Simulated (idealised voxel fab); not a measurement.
process module | voxel plated lines
cross-section cut | 180 nm wide | cells 5 nm
A cross-section is a grid of square cells, given in bands from the top down. A band is one or more rows of cells.
Each band's line starts with the height of the band's top and of its bottom, in nm. Then come its materials from left to right, each with its width in nm. One material with "throughout" fills the band from edge to edge. "air" is empty space.
Height 0 is the level under which the wafer as received is all one material. The lowest band goes on downwards, as in "0 down".
A width such as "30 to 40" changes by the same amount from each row of cells to the next, from the band's top row to its bottom row.
"no change" after a step means that no cell of the cross-section changed.
closed voids: empty space of 8 cells or more with no open way to the top, each as width x height at its distance from the left edge, in nm
after a step's settings: what the simulator itself notes on the step
overlay nm, on a step with a mask: how far to the right of its planned place the mask lay; to the left if negative
plan
1 op RECEIVE | material Si
2 op CONFORMAL_DEP | material SiN | thk nm 10
3 op DIRECTIONAL_DEP | material TiN | thk nm 5
4 op PATTERN | tone open | mask id LINES | material resist | width nm 25 | pitch nm 40 | thk nm 40 | overlay nm 0
5 op EPI | material Ru | thk nm 10
6 op EPI | material Ru | thk nm 10
7 op EPI | material Ru | thk nm 5
8 op STRIP | etch materials resist
9 op DIRECTIONAL_ETCH | etch materials TiN | depth nm 5
10 op CONFORMAL_DEP | material SiN | thk nm 10
as received, after step 1
  0 down: Si throughout
  closed voids: none
a wafer at the end: this start, this plan, one mistake
  50 to 40: SiN 65 | air 5 | SiN 35 | air 5 | SiN 70
  40 to 20: Ru 55 | SiN 10 | air 5 | SiN 10 | Ru 15 | SiN 10 | air 5 | SiN 10 | Ru 60
  20 to 15: Ru 55 | SiN 25 | Ru 15 | SiN 25 | Ru 60
  15 to 10: TiN 55 | SiN 25 | TiN 15 | SiN 25 | TiN 60
  10 to 0: SiN throughout
  0 down: Si throughout
  closed voids: none
what went wrong: step 4 ran as: op PATTERN | tone cover | mask id LINES | material resist | width nm 25 | pitch nm 40 | thk nm 40 | overlay nm 0
